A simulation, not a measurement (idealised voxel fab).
Name of the process module below: voxel lift off
The figure presents cross-section cut, which has a width of 300 nm and is divided into square cells with an edge length of 5 nm.
When this document writes out a cross-section, it uses a grid of square cells and lists it as bands, beginning at the top and moving down, with a band standing for one or more rows of cells.
Each band's line starts with the height of the band's top and of its bottom, in nm. Then come its materials from left to right, each with its width in nm. One material with "everywhere" fills the band from edge to edge. "air" is empty space.
Counting heights begins at 0, where everything beneath is, in the wafer as received, one material. The lowest band has no bottom; it goes on downwards, as "0 down" shows.
Think of "30 to 40" as a width that walks from the first number to the second as you go down the band, top row to bottom row, taking equal-sized steps from row to row.
The designation "no alteration", where it is given for a processing step, indicates that no cell of the cross-section was altered in the course of that step.
Empty spaces counting at least 8 cells and having no open way to the top are listed in "Enclosed void catalog". The notation width x height at distance is used for each, the distance being from the left edge and all three values in nm.
Where a step's line continues beyond its settings, the continuation is a remark by the simulator itself on that step.
What "overlay nm" on a step's line means: if the step has a mask, that mask lay this far to the right of its planned place, or, when the value is negative, to the left.
For the reader: what remains of this document is a series of pairs, each showing a cross-section before one process step and a cross-section after that step which reaches down only to the lowest band that changed, with the step between them and its settings set out under the pair. It should not be assumed that a pair continues from the pair above it; the pairs can come from different runs of this module on the same starting wafer, and such continuity exists only where the entry headed "Pre-process" says so.

Pre-process
* 0 down: Si everywhere
* Enclosed void catalog: none

Post-Step Snapshot
* 10 to 0: Al2O3 everywhere
* For the remainder of the cross-section, below 0, there is no change.
* Enclosed void catalog: none
Step between the cross-sections above: CONFORMAL_DEP,material Al2O3,thk nm 10

Pre-process: carried over from the after image of the pair right above.

Post-Step Snapshot
* 40 to 10: resist 120, air 20, resist 15, air 20, resist 125
* For the remainder of the cross-section, below 10, there is no change.
* Enclosed void catalog: none
Step between the cross-sections above: PATTERN,tone open,mask id LINES,material resist,width nm 20,pitch nm 35,thk nm 30,overlay nm 0

Pre-process: carried over from the after image of the pair right above.

Post-Step Snapshot
* 55 to 40: Ru 120, air 20, Ru 15, air 20, Ru 125
* 40 to 25: resist 120, air 20, resist 15, air 20, resist 125
* 25 to 10: resist 120, Ru 20, resist 15, Ru 20, resist 125
* For the remainder of the cross-section, below 10, there is no change.
* Enclosed void catalog: none
Step between the cross-sections above: DIRECTIONAL_DEP,material Ru,thk nm 15

Pre-process: carried over from the after image of the pair right above.

Post-Step Snapshot
* 25 to 10: air 120, Ru 20, air 15, Ru 20, air 125
* For the remainder of the cross-section, below 10, there is no change.
* Enclosed void catalog: none
Step between the cross-sections above: STRIP,etch materials resist

Pre-process: carried over from the after image of the pair right above.

Post-Step Snapshot
* 35 to 25: air 110, SiCN 75, air 115
* 25 to 20: air 110, SiCN 10, Ru 20, SiCN 15, Ru 20, SiCN 10, air 115
* 20 to 10: SiCN 120, Ru 20, SiCN 15, Ru 20, SiCN 125
* For the remainder of the cross-section, below 10, there is no change.
* Enclosed void catalog: none
Step between the cross-sections above: CONFORMAL_DEP,material SiCN,thk nm 10

Pre-process
* 0 down: Si everywhere
* Enclosed void catalog: none

Post-Step Snapshot
* 30 to 0: resist 120, air 20, resist 15, air 20, resist 125
* For the remainder of the cross-section, below 0, there is no change.
* Enclosed void catalog: none
Step between the cross-sections above: PATTERN,tone open,mask id LINES,material resist,width nm 20,pitch nm 35,thk nm 30,overlay nm 0

Pre-process: carried over from the after image of the pair right above.

Post-Step Snapshot
* 45 to 30: Ru 120, air 20, Ru 15, air 20, Ru 125
* 30 to 15: resist 120, air 20, resist 15, air 20, resist 125
* 15 to 0: resist 120, Ru 20, resist 15, Ru 20, resist 125
* For the remainder of the cross-section, below 0, there is no change.
* Enclosed void catalog: none
Step between the cross-sections above: DIRECTIONAL_DEP,material Ru,thk nm 15

Pre-process: carried over from the after image of the pair right above.

Post-Step Snapshot
* 15 to 0: air 120, Ru 20, air 15, Ru 20, air 125
* For the remainder of the cross-section, below 0, there is no change.
* Enclosed void catalog: none
Step between the cross-sections above: STRIP,etch materials resist

Pre-process: carried over from the after image of the pair right above.

Post-Step Snapshot
* 25 to 15: air 110, SiCN 75, air 115
* 15 to 10: air 110, SiCN 10, Ru 20, SiCN 15, Ru 20, SiCN 10, air 115
* 10 to 0: SiCN 120, Ru 20, SiCN 15, Ru 20, SiCN 125
* For the remainder of the cross-section, below 0, there is no change.
* Enclosed void catalog: none
Step between the cross-sections above: CONFORMAL_DEP,material SiCN,thk nm 10

Pre-process
* 25 to 10: air 120, Ru 20, air 15, Ru 20, air 125
* 10 to 0: Al2O3 everywhere
* 0 down: Si everywhere
* Enclosed void catalog: none

Post-Step Snapshot
* 40 to 25: air 105, SiCN 85, air 110
* 25 to 10: SiCN 120, Ru 20, SiCN 15, Ru 20, SiCN 125
* For the remainder of the cross-section, below 10, there is no change.
* Enclosed void catalog: none
Step between the cross-sections above: CONFORMAL_DEP,material SiCN,thk nm 15

Pre-process
* 10 to 0: Al2O3 everywhere
* 0 down: Si everywhere
* Enclosed void catalog: none

Post-Step Snapshot
* 40 to 10: resist 125, air 15, resist 20, air 15, resist 125
* For the remainder of the cross-section, below 10, there is no change.
* Enclosed void catalog: none
Step between the cross-sections above: PATTERN,tone open,mask id LINES,material resist,width nm 15,pitch nm 35,thk nm 30,overlay nm 0

Pre-process: carried over from the after image of the pair right above.

Post-Step Snapshot
* 55 to 40: Ru 125, air 15, Ru 20, air 15, Ru 125
* 40 to 25: resist 125, air 15, resist 20, air 15, resist 125
* 25 to 10: resist 125, Ru 15, resist 20, Ru 15, resist 125
* For the remainder of the cross-section, below 10, there is no change.
* Enclosed void catalog: none
Step between the cross-sections above: DIRECTIONAL_DEP,material Ru,thk nm 15

Pre-process: carried over from the after image of the pair right above.

Post-Step Snapshot
* 25 to 10: air 125, Ru 15, air 20, Ru 15, air 125
* For the remainder of the cross-section, below 10, there is no change.
* Enclosed void catalog: none
Step between the cross-sections above: STRIP,etch materials resist

Pre-process: carried over from the after image of the pair right above.

Post-Step Snapshot
* 35 to 25: air 115, SiCN 70, air 115
* 25 to 20: air 115, SiCN 10, Ru 15, SiCN 20, Ru 15, SiCN 10, air 115
* 20 to 10: SiCN 125, Ru 15, SiCN 20, Ru 15, SiCN 125
* For the remainder of the cross-section, below 10, there is no change.
* Enclosed void catalog: none
Step between the cross-sections above: CONFORMAL_DEP,material SiCN,thk nm 10

Pre-process
* 10 to 0: Al2O3 everywhere
* 0 down: Si everywhere
* Enclosed void catalog: none

Post-Step Snapshot
* 40 to 10: resist 130, air 20, resist 15, air 20, resist 115
* For the remainder of the cross-section, below 10, there is no change.
* Enclosed void catalog: none
Step between the cross-sections above: PATTERN,tone open,mask id LINES,material resist,width nm 20,pitch nm 35,thk nm 30,overlay nm 10

Pre-process: carried over from the after image of the pair right above.

Post-Step Snapshot
* 55 to 40: Ru 130, air 20, Ru 15, air 20, Ru 115
* 40 to 25: resist 130, air 20, resist 15, air 20, resist 115
* 25 to 10: resist 130, Ru 20, resist 15, Ru 20, resist 115
* For the remainder of the cross-section, below 10, there is no change.
* Enclosed void catalog: none
Step between the cross-sections above: DIRECTIONAL_DEP,material Ru,thk nm 15

Pre-process: carried over from the after image of the pair right above.

Post-Step Snapshot
* 25 to 10: air 130, Ru 20, air 15, Ru 20, air 115
* For the remainder of the cross-section, below 10, there is no change.
* Enclosed void catalog: none
Step between the cross-sections above: STRIP,etch materials resist

Pre-process: carried over from the after image of the pair right above.

Post-Step Snapshot
* 35 to 25: air 120, SiCN 75, air 105
* 25 to 20: air 120, SiCN 10, Ru 20, SiCN 15, Ru 20, SiCN 10, air 105
* 20 to 10: SiCN 130, Ru 20, SiCN 15, Ru 20, SiCN 115
* For the remainder of the cross-section, below 10, there is no change.
* Enclosed void catalog: none
Step between the cross-sections above: CONFORMAL_DEP,material SiCN,thk nm 10

Pre-process
* 40 to 10: resist 120, air 20, resist 15, air 20, resist 125
* 10 to 0: Al2O3 everywhere
* 0 down: Si everywhere
* Enclosed void catalog: none

Post-Step Snapshot
* 55 to 40: SiCN 120, air 20, SiCN 15, air 20, SiCN 125
* 40 to 25: resist 120, air 20, resist 15, air 20, resist 125
* 25 to 10: resist 120, SiCN 20, resist 15, SiCN 20, resist 125
* For the remainder of the cross-section, below 10, there is no change.
* Enclosed void catalog: none
Step between the cross-sections above: DIRECTIONAL_DEP,material SiCN,thk nm 15

Pre-process: carried over from the after image of the pair right above.

Post-Step Snapshot
* 25 to 10: air 120, SiCN 20, air 15, SiCN 20, air 125
* For the remainder of the cross-section, below 10, there is no change.
* Enclosed void catalog: none
Step between the cross-sections above: STRIP,etch materials resist

Pre-process: carried over from the after image of the pair right above.

Post-Step Snapshot
* 35 to 20: air 110, SiCN 75, air 115
* 20 to 10: SiCN everywhere
* For the remainder of the cross-section, below 10, there is no change.
* Enclosed void catalog: none
Step between the cross-sections above: CONFORMAL_DEP,material SiCN,thk nm 10

Pre-process
* 10 to 0: Al2O3 everywhere
* 0 down: Si everywhere
* Enclosed void catalog: none

Post-Step Snapshot
* 40 to 10: air 120, resist 20, air 15, resist 20, air 125
* For the remainder of the cross-section, below 10, there is no change.
* Enclosed void catalog: none
Step between the cross-sections above: PATTERN,tone cover,mask id LINES,material resist,width nm 20,pitch nm 35,thk nm 30,overlay nm 0

Pre-process: carried over from the after image of the pair right above.

Post-Step Snapshot
* 55 to 40: air 120, Ru 20, air 15, Ru 20, air 125
* 40 to 25: air 120, resist 20, air 15, resist 20, air 125
* 25 to 10: Ru 120, resist 20, Ru 15, resist 20, Ru 125
* For the remainder of the cross-section, below 10, there is no change.
* Enclosed void catalog: none
Step between the cross-sections above: DIRECTIONAL_DEP,material Ru,thk nm 15

Pre-process: carried over from the after image of the pair right above.

Post-Step Snapshot
* 25 to 10: Ru 120, air 20, Ru 15, air 20, Ru 125
* For the remainder of the cross-section, below 10, there is no change.
* Enclosed void catalog: none
Step between the cross-sections above: STRIP,etch materials resist

Pre-process: carried over from the after image of the pair right above.

Post-Step Snapshot
* 35 to 25: SiCN everywhere
* 25 to 10: Ru 120, SiCN 20, Ru 15, SiCN 20, Ru 125
* For the remainder of the cross-section, below 10, there is no change.
* Enclosed void catalog: none
Step between the cross-sections above: CONFORMAL_DEP,material SiCN,thk nm 10
